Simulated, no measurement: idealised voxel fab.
process module | voxel plated lines
Square cells of 5 nm make up the cross-section cut, whose width is 255 nm.
For the purposes of this document, a cross-section shall be understood as a grid of square cells, specified as bands listed in top-to-bottom order, each band consisting of one or more rows of cells.
This entry defines a band. It first specifies the height of the band's top and the height of its bottom in nm, and then specifies the band's materials from left to right, stating each material with its width in nm. The word "all across" identifies a single material that fills the band from edge to edge, while the word "empty" identifies empty space.
Note: height 0 marks the level under which the wafer is uniformly one material as received. Lowest band unbounded below, written "top 0, no bottom".
Quick explanation for "30->40": the width changes in equal steps down the rows of cells, from the first number in the band's top row to the second number in its bottom row.
Where a step carries "identical to before", the cross-section came out of it unchanged, cell for cell.
"Sealed void inventory" enumerates empty spaces isolated from the top, with no open way to it, that contain at least 8 cells, giving each as width x height at distance from the left edge, all three in nm.
Past the settings on a step's line: simulator remark, on that step.
"overlay nm" denotes, for a step that has a mask, the displacement of the mask to the right of its planned place, with negative values corresponding to the left.
Pairs follow: section before one process step, section after it down to the lowest changed band, step with settings underneath. Pairs may come from different runs of this module on the same starting wafer; continuity with the pair above only as stated in the "Before-step section" entry.
## Before-step section
> top 0, no bottom  Si all across
> Sealed void inventory: none
## Post-Step Section View
> top 15, bottom 0  Al2O3 all across
> Everything under 0 stays put, no change at all.
> Sealed void inventory: none
Between the two cross-sections above, the process step reads CONFORMAL_DEP | material Al2O3 | thk nm 15
Before-step section: cross-section not repeated; it is the one shown after the step in the pair just above.
## Post-Step Section View
> top 20, bottom 15  TiN all across
> Everything under 15 stays put, no change at all.
> Sealed void inventory: none
Between the two cross-sections above, the process step reads DIRECTIONAL_DEP | material TiN | thk nm 5
Before-step section: cross-section not repeated; it is the one shown after the step in the pair just above.
## Post-Step Section View
> top 50, bottom 20  resist (100) / empty (15) / resist (25) / empty (15) / resist (100)
> Everything under 20 stays put, no change at all.
> Sealed void inventory: none
Between the two cross-sections above, the process step reads PATTERN | tone open | mask id LINES | material resist | width nm 15 | pitch nm 40 | thk nm 30 | overlay nm 0
Before-step section: cross-section not repeated; it is the one shown after the step in the pair just above.
## Post-Step Section View
> top 50, bottom 30  resist (100) / empty (15) / resist (25) / empty (15) / resist (100)
> top 30, bottom 20  resist (100) / Ru (15) / resist (25) / Ru (15) / resist (100)
> Everything under 20 stays put, no change at all.
> Sealed void inventory: none
Between the two cross-sections above, the process step reads EPI | material Ru | thk nm 10
Before-step section: cross-section not repeated; it is the one shown after the step in the pair just above.
## Post-Step Section View
> top 50, bottom 35  resist (100) / empty (15) / resist (25) / empty (15) / resist (100)
> top 35, bottom 20  resist (100) / Ru (15) / resist (25) / Ru (15) / resist (100)
> Everything under 20 stays put, no change at all.
> Sealed void inventory: none
Between the two cross-sections above, the process step reads EPI | material Ru | thk nm 5
Before-step section: cross-section not repeated; it is the one shown after the step in the pair just above.
## Post-Step Section View
> top 35, bottom 20  empty (100) / Ru (15) / empty (25) / Ru (15) / empty (100)
> Everything under 20 stays put, no change at all.
> Sealed void inventory: none
Between the two cross-sections above, the process step reads STRIP | etch materials resist
Before-step section: cross-section not repeated; it is the one shown after the step in the pair just above.
## Post-Step Section View
> top 35, bottom 20  empty (100) / Ru (15) / empty (25) / Ru (15) / empty (100)
> top 20, bottom 15  empty (100) / TiN (15) / empty (25) / TiN (15) / empty (100)
> Everything under 15 stays put, no change at all.
> Sealed void inventory: none
Between the two cross-sections above, the process step reads DIRECTIONAL_ETCH | etch materials TiN | depth nm 5
Before-step section: cross-section not repeated; it is the one shown after the step in the pair just above.
## Post-Step Section View
> top 40, bottom 35  empty (95) / SiO2 (25) / empty (15) / SiO2 (25) / empty (95)
> top 35, bottom 20  empty (95) / SiO2 (5) / Ru (15) / SiO2 (5) / empty (15) / SiO2 (5) / Ru (15) / SiO2 (5) / empty (95)
> top 20, bottom 15  SiO2 (100) / TiN (15) / SiO2 (25) / TiN (15) / SiO2 (100)
> Everything under 15 stays put, no change at all.
> Sealed void inventory: none
Between the two cross-sections above, the process step reads CONFORMAL_DEP | material SiO2 | thk nm 5
## Before-step section
> top 20, bottom 15  TiN all across
> top 15, bottom 0  Al2O3 all across
> top 0, no bottom  Si all across
> Sealed void inventory: none
## Post-Step Section View
> top 30, bottom 20  Ru all across
> Everything under 20 stays put, no change at all.
> Sealed void inventory: none
Between the two cross-sections above, the process step reads EPI | material Ru | thk nm 10
Before-step section: cross-section not repeated; it is the one shown after the step in the pair just above.
## Post-Step Section View
> top 35, bottom 20  Ru all across
> Everything under 20 stays put, no change at all.
> Sealed void inventory: none
Between the two cross-sections above, the process step reads EPI | material Ru | thk nm 5
Before-step section: cross-section not repeated; it is the one shown after the step in the pair just above.
## Post-Step Section View
> top 40, bottom 35  SiO2 all across
> Everything under 35 stays put, no change at all.
> Sealed void inventory: none
Between the two cross-sections above, the process step reads CONFORMAL_DEP | material SiO2 | thk nm 5
## Before-step section
> top 15, bottom 0  Al2O3 all across
> top 0, no bottom  Si all across
> Sealed void inventory: none
## Post-Step Section View
> top 30, bottom 0  Al2O3 all across
> Everything under 0 stays put, no change at all.
> Sealed void inventory: none
Between the two cross-sections above, the process step reads CONFORMAL_DEP | material Al2O3 | thk nm 15
Before-step section: cross-section not repeated; it is the one shown after the step in the pair just above.
## Post-Step Section View
> top 35, bottom 30  TiN all across
> Everything under 30 stays put, no change at all.
> Sealed void inventory: none
Between the two cross-sections above, the process step reads DIRECTIONAL_DEP | material TiN | thk nm 5
Before-step section: cross-section not repeated; it is the one shown after the step in the pair just above.
## Post-Step Section View
> top 65, bottom 35  resist (100) / empty (15) / resist (25) / empty (15) / resist (100)
> Everything under 35 stays put, no change at all.
> Sealed void inventory: none
Between the two cross-sections above, the process step reads PATTERN | tone open | mask id LINES | material resist | width nm 15 | pitch nm 40 | thk nm 30 | overlay nm 0
Before-step section: cross-section not repeated; it is the one shown after the step in the pair just above.
## Post-Step Section View
> top 65, bottom 45  resist (100) / empty (15) / resist (25) / empty (15) / resist (100)
> top 45, bottom 35  resist (100) / Ru (15) / resist (25) / Ru (15) / resist (100)
> Everything under 35 stays put, no change at all.
> Sealed void inventory: none
Between the two cross-sections above, the process step reads EPI | material Ru | thk nm 10
Before-step section: cross-section not repeated; it is the one shown after the step in the pair just above.
## Post-Step Section View
> top 65, bottom 50  resist (100) / empty (15) / resist (25) / empty (15) / resist (100)
> top 50, bottom 35  resist (100) / Ru (15) / resist (25) / Ru (15) / resist (100)
> Everything under 35 stays put, no change at all.
> Sealed void inventory: none
Between the two cross-sections above, the process step reads EPI | material Ru | thk nm 5
Before-step section: cross-section not repeated; it is the one shown after the step in the pair just above.
## Post-Step Section View
> top 50, bottom 35  empty (100) / Ru (15) / empty (25) / Ru (15) / empty (100)
> Everything under 35 stays put, no change at all.
> Sealed void inventory: none
Between the two cross-sections above, the process step reads STRIP | etch materials resist
Before-step section: cross-section not repeated; it is the one shown after the step in the pair just above.
## Post-Step Section View
> top 50, bottom 35  empty (100) / Ru (15) / empty (25) / Ru (15) / empty (100)
> top 35, bottom 30  empty (100) / TiN (15) / empty (25) / TiN (15) / empty (100)
> Everything under 30 stays put, no change at all.
> Sealed void inventory: none
Between the two cross-sections above, the process step reads DIRECTIONAL_ETCH | etch materials TiN | depth nm 5
Before-step section: cross-section not repeated; it is the one shown after the step in the pair just above.
## Post-Step Section View
> top 55, bottom 50  empty (95) / SiO2 (25) / empty (15) / SiO2 (25) / empty (95)
> top 50, bottom 35  empty (95) / SiO2 (5) / Ru (15) / SiO2 (5) / empty (15) / SiO2 (5) / Ru (15) / SiO2 (5) / empty (95)
> top 35, bottom 30  SiO2 (100) / TiN (15) / SiO2 (25) / TiN (15) / SiO2 (100)
> Everything under 30 stays put, no change at all.
> Sealed void inventory: none
Between the two cross-sections above, the process step reads CONFORMAL_DEP | material SiO2 | thk nm 5
## Before-step section
> top 50, bottom 30  resist (100) / empty (15) / resist (25) / empty (15) / resist (100)
> top 30, bottom 20  resist (100) / Ru (15) / resist (25) / Ru (15) / resist (100)
> top 20, bottom 15  TiN all across
> top 15, bottom 0  Al2O3 all across
> top 0, no bottom  Si all across
> Sealed void inventory: none
## Post-Step Section View
> top 30, bottom 20  empty (100) / Ru (15) / empty (25) / Ru (15) / empty (100)
> Everything under 20 stays put, no change at all.
> Sealed void inventory: none
Between the two cross-sections above, the process step reads STRIP | etch materials resist
Before-step section: cross-section not repeated; it is the one shown after the step in the pair just above.
## Post-Step Section View
> top 35, bottom 25  empty (95) / Ru (25) / empty (15) / Ru (25) / empty (95)
> top 25, bottom 20  Ru all across
> Everything under 20 stays put, no change at all.
> Sealed void inventory: none
Between the two cross-sections above, the process step reads EPI | material Ru | thk nm 5
Before-step section: cross-section not repeated; it is the one shown after the step in the pair just above.
## Post-Step Section View
> top 40, bottom 35  empty (90) / SiO2 (35) / empty (5) / SiO2 (35) / empty (90)
> top 35, bottom 30  empty (90) / SiO2 (5) / Ru (25) / SiO2 (5) / empty (5) / SiO2 (5) / Ru (25) / SiO2 (5) / empty (90)
> top 30, bottom 25  SiO2 (95) / Ru (25) / SiO2 (15) / Ru (25) / SiO2 (95)
> Everything under 25 stays put, no change at all.
> Sealed void inventory: none
Between the two cross-sections above, the process step reads CONFORMAL_DEP | material SiO2 | thk nm 5
## Before-step section
> top 35, bottom 20  empty (100) / Ru (15) / empty (25) / Ru (15) / empty (100)
> top 20, bottom 15  empty (100) / TiN (15) / empty (25) / TiN (15) / empty (100)
> top 15, bottom 0  Al2O3 all across
> top 0, no bottom  Si all across
> Sealed void inventory: none
## Post-Step Section View
> top 50, bottom 35  empty (85) / SiO2 (85) / empty (85)
> top 35, bottom 30  empty (85) / SiO2 (15) / Ru (15) / SiO2 (25) / Ru (15) / SiO2 (15) / empty (85)
> top 30, bottom 20  SiO2 (100) / Ru (15) / SiO2 (25) / Ru (15) / SiO2 (100)
> top 20, bottom 15  SiO2 (100) / TiN (15) / SiO2 (25) / TiN (15) / SiO2 (100)
> Everything under 15 stays put, no change at all.
> Sealed void inventory: none
Between the two cross-sections above, the process step reads CONFORMAL_DEP | material SiO2 | thk nm 15
## Before-step section
> top 20, bottom 15  TiN all across
> top 15, bottom 0  Al2O3 all across
> top 0, no bottom  Si all across
> Sealed void inventory: none
## Post-Step Section View
> top 50, bottom 20  resist (100) / empty (20) / resist (20) / empty (20) / resist (95)
> Everything under 20 stays put, no change at all.
> Sealed void inventory: none
Between the two cross-sections above, the process step reads PATTERN | tone open | mask id LINES | material resist | width nm 20 | pitch nm 40 | thk nm 30 | overlay nm 0
Before-step section: cross-section not repeated; it is the one shown after the step in the pair just above.
## Post-Step Section View
> top 50, bottom 30  resist (100) / empty (20) / resist (20) / empty (20) / resist (95)
> top 30, bottom 20  resist (100) / Ru (20) / resist (20) / Ru (20) / resist (95)
> Everything under 20 stays put, no change at all.
> Sealed void inventory: none
Between the two cross-sections above, the process step reads EPI | material Ru | thk nm 10
Before-step section: cross-section not repeated; it is the one shown after the step in the pair just above.
## Post-Step Section View
> top 50, bottom 35  resist (100) / empty (20) / resist (20) / empty (20) / resist (95)
> top 35, bottom 20  resist (100) / Ru (20) / resist (20) / Ru (20) / resist (95)
> Everything under 20 stays put, no change at all.
> Sealed void inventory: none
Between the two cross-sections above, the process step reads EPI | material Ru | thk nm 5
Before-step section: cross-section not repeated; it is the one shown after the step in the pair just above.
## Post-Step Section View
> top 35, bottom 20  empty (100) / Ru (20) / empty (20) / Ru (20) / empty (95)
> Everything under 20 stays put, no change at all.
> Sealed void inventory: none
Between the two cross-sections above, the process step reads STRIP | etch materials resist
Before-step section: cross-section not repeated; it is the one shown after the step in the pair just above.
## Post-Step Section View
> top 35, bottom 20  empty (100) / Ru (20) / empty (20) / Ru (20) / empty (95)
> top 20, bottom 15  empty (100) / TiN (20) / empty (20) / TiN (20) / empty (95)
> Everything under 15 stays put, no change at all.
> Sealed void inventory: none
Between the two cross-sections above, the process step reads DIRECTIONAL_ETCH | etch materials TiN | depth nm 5
Before-step section: cross-section not repeated; it is the one shown after the step in the pair just above.
## Post-Step Section View
> top 40, bottom 35  empty (95) / SiO2 (30) / empty (10) / SiO2 (30) / empty (90)
> top 35, bottom 20  empty (95) / SiO2 (5) / Ru (20) / SiO2 (5) / empty (10) / SiO2 (5) / Ru (20) / SiO2 (5) / empty (90)
> top 20, bottom 15  SiO2 (100) / TiN (20) / SiO2 (20) / TiN (20) / SiO2 (95)
> Everything under 15 stays put, no change at all.
> Sealed void inventory: none
Between the two cross-sections above, the process step reads CONFORMAL_DEP | material SiO2 | thk nm 5
## Before-step section
> top 20, bottom 15  TiN all across
> top 15, bottom 0  Al2O3 all across
> top 0, no bottom  Si all across
> Sealed void inventory: none
## Post-Step Section View
> top 50, bottom 20  resist (90) / empty (15) / resist (25) / empty (15) / resist (110)
> Everything under 20 stays put, no change at all.
> Sealed void inventory: none
Between the two cross-sections above, the process step reads PATTERN | tone open | mask id LINES | material resist | width nm 15 | pitch nm 40 | thk nm 30 | overlay nm -10
Before-step section: cross-section not repeated; it is the one shown after the step in the pair just above.
## Post-Step Section View
> top 50, bottom 30  resist (90) / empty (15) / resist (25) / empty (15) / resist (110)
> top 30, bottom 20  resist (90) / Ru (15) / resist (25) / Ru (15) / resist (110)
> Everything under 20 stays put, no change at all.
> Sealed void inventory: none
Between the two cross-sections above, the process step reads EPI | material Ru | thk nm 10
Before-step section: cross-section not repeated; it is the one shown after the step in the pair just above.
## Post-Step Section View
> top 50, bottom 35  resist (90) / empty (15) / resist (25) / empty (15) / resist (110)
> top 35, bottom 20  resist (90) / Ru (15) / resist (25) / Ru (15) / resist (110)
> Everything under 20 stays put, no change at all.
> Sealed void inventory: none
Between the two cross-sections above, the process step reads EPI | material Ru | thk nm 5
Before-step section: cross-section not repeated; it is the one shown after the step in the pair just above.
## Post-Step Section View
> top 35, bottom 20  empty (90) / Ru (15) / empty (25) / Ru (15) / empty (110)
> Everything under 20 stays put, no change at all.
> Sealed void inventory: none
Between the two cross-sections above, the process step reads STRIP | etch materials resist
Before-step section: cross-section not repeated; it is the one shown after the step in the pair just above.
## Post-Step Section View
> top 35, bottom 20  empty (90) / Ru (15) / empty (25) / Ru (15) / empty (110)
> top 20, bottom 15  empty (90) / TiN (15) / empty (25) / TiN (15) / empty (110)
> Everything under 15 stays put, no change at all.
> Sealed void inventory: none
Between the two cross-sections above, the process step reads DIRECTIONAL_ETCH | etch materials TiN | depth nm 5
Before-step section: cross-section not repeated; it is the one shown after the step in the pair just above.
## Post-Step Section View
> top 40, bottom 35  empty (85) / SiO2 (25) / empty (15) / SiO2 (25) / empty (105)
> top 35, bottom 20  empty (85) / SiO2 (5) / Ru (15) / SiO2 (5) / empty (15) / SiO2 (5) / Ru (15) / SiO2 (5) / empty (105)
> top 20, bottom 15  SiO2 (90) / TiN (15) / SiO2 (25) / TiN (15) / SiO2 (110)
> Everything under 15 stays put, no change at all.
> Sealed void inventory: none
Between the two cross-sections above, the process step reads CONFORMAL_DEP | material SiO2 | thk nm 5
## Before-step section
> top 15, bottom 0  Al2O3 all across
> top 0, no bottom  Si all across
> Sealed void inventory: none
## Post-Step Section View
> top 20, bottom 15  SiO2 all across
> Everything under 15 stays put, no change at all.
> Sealed void inventory: none
Between the two cross-sections above, the process step reads DIRECTIONAL_DEP | material SiO2 | thk nm 5
Before-step section: cross-section not repeated; it is the one shown after the step in the pair just above.
## Post-Step Section View
> top 50, bottom 20  resist (100) / empty (15) / resist (25) / empty (15) / resist (100)
> Everything under 20 stays put, no change at all.
> Sealed void inventory: none
Between the two cross-sections above, the process step reads PATTERN | tone open | mask id LINES | material resist | width nm 15 | pitch nm 40 | thk nm 30 | overlay nm 0
Before-step section: cross-section not repeated; it is the one shown after the step in the pair just above.
## Post-Step Section View
> top 20, bottom 15  SiO2 all across
> Everything under 15 stays put, no change at all.
> Sealed void inventory: none
Between the two cross-sections above, the process step reads STRIP | etch materials resist
Before-step section: cross-section not repeated; it is the one shown after the step in the pair just above.
## Post-Step Section View
> top 25, bottom 15  SiO2 all across
> Everything under 15 stays put, no change at all.
> Sealed void inventory: none
Between the two cross-sections above, the process step reads CONFORMAL_DEP | material SiO2 | thk nm 5
## Before-step section
> top 20, bottom 15  TiN all across
> top 15, bottom 0  Al2O3 all across
> top 0, no bottom  Si all across
> Sealed void inventory: none
## Post-Step Section View
> top 50, bottom 20  empty (100) / resist (15) / empty (25) / resist (15) / empty (100)
> Everything under 20 stays put, no change at all.
> Sealed void inventory: none
Between the two cross-sections above, the process step reads PATTERN | tone cover | mask id LINES | material resist | width nm 15 | pitch nm 40 | thk nm 30 | overlay nm 0
Before-step section: cross-section not repeated; it is the one shown after the step in the pair just above.
## Post-Step Section View
> top 50, bottom 30  empty (100) / resist (15) / empty (25) / resist (15) / empty (100)
> top 30, bottom 20  Ru (100) / resist (15) / Ru (25) / resist (15) / Ru (100)
> Everything under 20 stays put, no change at all.
> Sealed void inventory: none
Between the two cross-sections above, the process step reads EPI | material Ru | thk nm 10
Before-step section: cross-section not repeated; it is the one shown after the step in the pair just above.
## Post-Step Section View
> top 50, bottom 35  empty (100) / resist (15) / empty (25) / resist (15) / empty (100)
> top 35, bottom 20  Ru (100) / resist (15) / Ru (25) / resist (15) / Ru (100)
> Everything under 20 stays put, no change at all.
> Sealed void inventory: none
Between the two cross-sections above, the process step reads EPI | material Ru | thk nm 5
Before-step section: cross-section not repeated; it is the one shown after the step in the pair just above.
## Post-Step Section View
> top 35, bottom 20  Ru (100) / empty (15) / Ru (25) / empty (15) / Ru (100)
> Everything under 20 stays put, no change at all.
> Sealed void inventory: none
Between the two cross-sections above, the process step reads STRIP | etch materials resist
Before-step section: cross-section not repeated; it is the one shown after the step in the pair just above.
## Post-Step Section View
> top 35, bottom 20  Ru (100) / empty (15) / Ru (25) / empty (15) / Ru (100)
> top 20, bottom 15  TiN (100) / empty (15) / TiN (25) / empty (15) / TiN (100)
> Everything under 15 stays put, no change at all.
> Sealed void inventory: none
Between the two cross-sections above, the process step reads DIRECTIONAL_ETCH | etch materials TiN | depth nm 5
Before-step section: cross-section not repeated; it is the one shown after the step in the pair just above.
## Post-Step Section View
> top 40, bottom 35  SiO2 (105) / empty (5) / SiO2 (35) / empty (5) / SiO2 (105)
> top 35, bottom 20  Ru (100) / SiO2 (5) / empty (5) / SiO2 (5) / Ru (25) / SiO2 (5) / empty (5) / SiO2 (5) / Ru (100)
> top 20, bottom 15  TiN (100) / SiO2 (15) / TiN (25) / SiO2 (15) / TiN (100)
> Everything under 15 stays put, no change at all.
> Sealed void inventory: none
Between the two cross-sections above, the process step reads CONFORMAL_DEP | material SiO2 | thk nm 5
